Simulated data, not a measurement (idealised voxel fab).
The document below concerns the process module designated voxel ribs on slabs.
The cross-section shown here is cut; it is 300 nm wide and divided into square cells measuring 5 nm on a side.
When this document writes out a cross-section, it uses a grid of square cells and lists it as bands, beginning at the top and moving down, with a band standing for one or more rows of cells.
For a band, the entry starts with two heights in nm, that of the top and then that of the bottom, and carries on with the band's materials in order from left to right, each alongside its width in nm; the word "full width" beside a single material means it fills the band edge to edge, and "empty" means empty space.
Ref level 0: as-received wafer is one material below here. Bottom band extends down with no lower bound ("z 0 and below").
Think of "30->40" as a width that walks from the first number to the second as you go down the band, top row to bottom row, taking equal-sized steps from row to row.
The cross-section has no changed cell in any step marked "everything unchanged".
Closed-off voids of 8+ cells (no open route to the top) go in "Closed internal voids", written width x height at distance from the left edge, in nm.
The remark found on a step's line after its settings is issued by the simulator itself and pertains to that step.
overlay nm, on a step with a mask: how far to the right of its planned place the mask lay; to the left if negative
# Process steps foreseen in the plan
1: RECEIVE | material Si
2: DIRECTIONAL_DEP | material SiO2 | thk nm 10
3: DIRECTIONAL_DEP | material SiN | thk nm 25
4: DIRECTIONAL_DEP | material aC | thk nm 15
5: PATTERN | tone cover | mask id RIB | material resist | width nm 15 | thk nm 30 | overlay nm 0
6: DIRECTIONAL_ETCH | etch materials aC | depth nm 15
7: STRIP | etch materials resist
8: DIRECTIONAL_ETCH | etch materials SiN | depth nm 10
9: STRIP | etch materials aC
10: DIRECTIONAL_DEP | material aC | thk nm 10
11: PATTERN | tone cover | mask id SLAB | material resist | width nm 55 | thk nm 30 | overlay nm 0
12: DIRECTIONAL_ETCH | etch materials aC | depth nm 10
13: STRIP | etch materials resist
14: DIRECTIONAL_ETCH | etch materials SiN | depth nm 15
15: STRIP | etch materials aC
16: FILL_DEP | material SiO2 | thk nm 20
17: CMP | height nm 55
18: DIRECTIONAL_DEP | material W | thk nm 5
19: DIRECTIONAL_DEP | material aC | thk nm 10
20: PATTERN | tone cover | mask id HEATER | material resist | width nm 25 | thk nm 30 | overlay nm 0
21: DIRECTIONAL_ETCH | etch materials aC | depth nm 10
22: STRIP | etch materials resist
23: DIRECTIONAL_ETCH | etch materials W | depth nm 5
24: STRIP | etch materials aC
25: CONFORMAL_DEP | material SiO2 | thk nm 10
The wafers are alike at the start. At step 2, their thk nm differs. The plan lists the first wafer's value.
# The as-received cross-section of the first of several wafers corresponds to the state after step 1
z 0 and below | Si full width
Closed internal voids: none
# Gained (+) or lost (-) cells of each material since receipt, then closed voids: one row per wafer, at the end of the module
thk nm 10, +39 SiN, +745 SiO2, +5 W, Closed internal voids: none
thk nm 15, +39 SiN, +745 SiO2, +5 W, Closed internal voids: none
thk nm 20, +39 SiN, +745 SiO2, +5 W, Closed internal voids: none
thk nm 25, +39 SiN, +745 SiO2, +5 W, Closed internal voids: none
thk nm 30, +39 SiN, +745 SiO2, +5 W, Closed internal voids: none
thk nm 35, +36 SiN, +748 SiO2, +5 W, Closed internal voids: none
